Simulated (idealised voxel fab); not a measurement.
voxel wiring stack: a process module
Section cut is 225 nm wide and gridded with 5 nm square cells.
In this document a cross-section is written as a grid of square cells. It is given as a series of bands, listed from the top down, and a band is one or more rows of cells.
It is stipulated that each band's entry specify, in nanometres, the height of the top of the band and then that of its bottom, followed by the materials of the band in left-to-right sequence, each together with its width in nanometres. A single material marked by the word "throughout" is understood to fill the band from edge to edge; the word "blank" is understood to denote empty space.
It should be noted that heights are counted from 0, beneath which the wafer as supplied is of one material throughout, and that the lowest band possesses no lower boundary but continues downward, as written in "0 -> down".
You'd read "30->40" like this: the band's top row of cells is as wide as the first number, its bottom row is as wide as the second, and going down, every row changes width by the same amount as the row before did.
Any step labelled "remained unchanged" changed none of the cells in the cross-section.
"Closed cavities" means: voids of 8 cells or more that are shut off from the top with no open way through. Written width x height at distance, distance from the left edge, in nm.
That trailing text on a step's line, after the settings, is the simulator's own remark on the step.
Regarding "overlay nm": on a step with a mask, it is the distance the mask lay to the right of its planned place; a negative value places it to the left.
Planned process steps
1 RECEIVE [material Si]
2 CONFORMAL_DEP [material SiO2] [thk nm 15]
3 CONFORMAL_DEP [material SiN] [thk nm 5]
4 DIRECTIONAL_DEP [material lowk] [thk nm 20]
5 MASKED_ETCH [tone open] [mask id METAL_1] [width nm 25] [pitch nm 55] [etch materials lowk] [depth nm 20] [overlay nm 0]
6 MASKED_ETCH [tone open] [mask id METAL_1] [width nm 25] [pitch nm 55] [etch materials SiN] [depth nm 5] [overlay nm 0]
7 CONFORMAL_DEP [material TiN] [thk nm 5]
8 FILL_DEP [material Cu] [thk nm 5]
9 CMP [height nm 40]
10 EPI [material Ru] [thk nm 5]
11 FILL_DEP [material SiCN] [thk nm 5]
12 DIRECTIONAL_DEP [material SiO2] [thk nm 20]
13 MASKED_ETCH [tone open] [mask id PLUG_1] [width nm 15] [etch materials SiO2] [depth nm 20] [overlay nm 0]
14 MASKED_ETCH [tone open] [mask id PLUG_1] [width nm 15] [etch materials SiCN] [depth nm 5] [overlay nm 0]
15 CONFORMAL_DEP [material TiN] [thk nm 5]
16 FILL_DEP [material Cu] [thk nm 5]
17 CMP [height nm 70]
18 DIRECTIONAL_DEP [material TiN] [thk nm 5]
19 DIRECTIONAL_DEP [material W] [thk nm 25]
20 DIRECTIONAL_DEP [material aC] [thk nm 10]
21 PATTERN [tone cover] [mask id METAL_2] [material resist] [width nm 25] [pitch nm 55] [thk nm 30] [overlay nm 0]
22 DIRECTIONAL_ETCH [etch materials aC] [depth nm 10]
23 STRIP [etch materials resist]
24 DIRECTIONAL_ETCH [etch materials W] [depth nm 25]
25 DIRECTIONAL_ETCH [etch materials TiN] [depth nm 5]
26 STRIP [etch materials aC]
27 FILL_DEP [material lowk] [thk nm 5]
28 CMP [height nm 100]
29 CONFORMAL_DEP [material SiCN] [thk nm 5]
30 DIRECTIONAL_DEP [material lowk] [thk nm 30]
31 PATTERN [tone open] [mask id METAL_3] [material resist] [width nm 25] [pitch nm 55] [thk nm 20] [overlay nm 0]
32 DIRECTIONAL_ETCH [etch materials lowk] [depth nm 15]
33 STRIP [etch materials resist]
34 MASKED_ETCH [tone open] [mask id METAL_3_HOLES] [width nm 15] [etch materials lowk] [depth nm 15] [overlay nm 0]
35 MASKED_ETCH [tone open] [mask id METAL_3_HOLES] [width nm 15] [etch materials SiCN] [depth nm 5] [overlay nm 0]
36 CONFORMAL_DEP [material TiN] [thk nm 5]
37 FILL_DEP [material Cu] [thk nm 5]
38 CMP [height nm 135]
39 CONFORMAL_DEP [material SiCN] [thk nm 5]
40 DIRECTIONAL_DEP [material lowk] [thk nm 15]
41 MASKED_ETCH [tone open] [mask id PLUG_3] [width nm 15] [pitch nm 55] [etch materials lowk] [depth nm 15] [overlay nm 0]
42 MASKED_ETCH [tone open] [mask id PLUG_3] [width nm 15] [pitch nm 55] [etch materials SiCN] [depth nm 5] [overlay nm 0]
43 EPI [material Ru] [thk nm 10]
44 EPI [material Ru] [thk nm 10]
45 CONFORMAL_DEP [material SiN] [thk nm 5]
46 DIRECTIONAL_DEP [material SiO2] [thk nm 15]
47 MASKED_ETCH [tone open] [mask id METAL_4] [width nm 25] [pitch nm 55] [etch materials SiO2] [depth nm 15] [overlay nm 0]
48 MASKED_ETCH [tone open] [mask id METAL_4] [width nm 25] [pitch nm 55] [etch materials SiN] [depth nm 5] [overlay nm 0]
49 CONFORMAL_DEP [material TiN] [thk nm 5]
50 FILL_DEP [material Ru] [thk nm 5]
51 CMP [height nm 175]
52 CONFORMAL_DEP [material SiN] [thk nm 5]
Wafer cross-section on receipt, i.e. after step 1
- 0 -> down  Si throughout
- Closed cavities: none
The first of two wafers, cross-sectioned at the end of the module, with the run proceeding as planned
- 180 -> 175  SiN throughout
- 175 -> 160  SiO2 (70); TiN (5); Ru (15); TiN (5); SiO2 (30); TiN (5); Ru (15); TiN (5); SiO2 (75)
- 160 -> 155  SiN (70); TiN (25); SiN (30); TiN (25); SiN (75)
- 155 -> 140  lowk (70); Ru (15); lowk (40); Ru (15); lowk (85)
- 140 -> 135  SiCN (70); Ru (15); SiCN (40); Ru (15); SiCN (85)
- 135 -> 125  lowk (70); TiN (5); Cu (15); TiN (5); lowk (30); TiN (5); Cu (15); TiN (5); lowk (75)
- 125 -> 120  lowk (70); TiN (5); Cu (5); TiN (15); lowk (30); TiN (25); lowk (75)
- 120 -> 105  lowk (70); TiN (5); Cu (5); TiN (5); lowk (140)
- 105 -> 100  SiCN (70); TiN (15); SiCN (140)
- 100 -> 75  lowk (70); W (25); lowk (30); W (25); lowk (75)
- 75 -> 70  lowk (70); TiN (25); lowk (30); TiN (25); lowk (75)
- 70 -> 50  SiO2 (70); TiN (5); Cu (5); TiN (5); SiO2 (140)
- 50 -> 45  SiCN (70); TiN (15); SiCN (140)
- 45 -> 40  SiCN (65); Ru (35); SiCN (20); Ru (35); SiCN (70)
- 40 -> 20  lowk (70); TiN (5); Cu (15); TiN (5); lowk (30); TiN (5); Cu (15); TiN (5); lowk (75)
- 20 -> 15  SiN (70); TiN (25); SiN (30); TiN (25); SiN (75)
- 15 -> 0  SiO2 throughout
- 0 -> down  Si throughout
- Closed cavities: none
This cross-section belongs to the second wafer of two at the end of the module; the start and the plan were shared with the first, and the run included one mistake
- 180 -> 175  SiN throughout
- 175 -> 160  SiO2 (70); TiN (5); Ru (15); TiN (5); SiO2 (30); TiN (5); Ru (15); TiN (5); SiO2 (75)
- 160 -> 155  SiN (70); TiN (25); SiN (30); TiN (25); SiN (75)
- 155 -> 140  lowk (70); Ru (15); lowk (40); SiN (5); TiN (5); SiN (5); lowk (85)
- 140 -> 135  SiCN (70); Ru (15); SiCN (40); SiN (5); TiN (5); SiN (5); SiCN (85)
- 135 -> 130  SiCN (70); TiN (15); SiCN (140)
- 130 -> 100  lowk throughout
- 100 -> 75  lowk (70); W (25); lowk (30); W (25); lowk (75)
- 75 -> 70  lowk (70); TiN (25); lowk (30); TiN (25); lowk (75)
- 70 -> 50  SiO2 (70); TiN (5); Cu (5); TiN (5); SiO2 (140)
- 50 -> 45  SiCN (70); TiN (15); SiCN (140)
- 45 -> 40  SiCN (65); Ru (35); SiCN (20); Ru (35); SiCN (70)
- 40 -> 20  lowk (70); TiN (5); Cu (15); TiN (5); lowk (30); TiN (5); Cu (15); TiN (5); lowk (75)
- 20 -> 15  SiN (70); TiN (25); SiN (30); TiN (25); SiN (75)
- 15 -> 0  SiO2 throughout
- 0 -> down  Si throughout
- Closed cavities: none
In executing the process, a mistake was made relative to the plan: swap of plan steps 29 and 30 during execution
End of process, cell counts, second wafer against first, materials with more or fewer: Cu -16 | Ru -12 | SiN +8 | TiN -19 | lowk +39
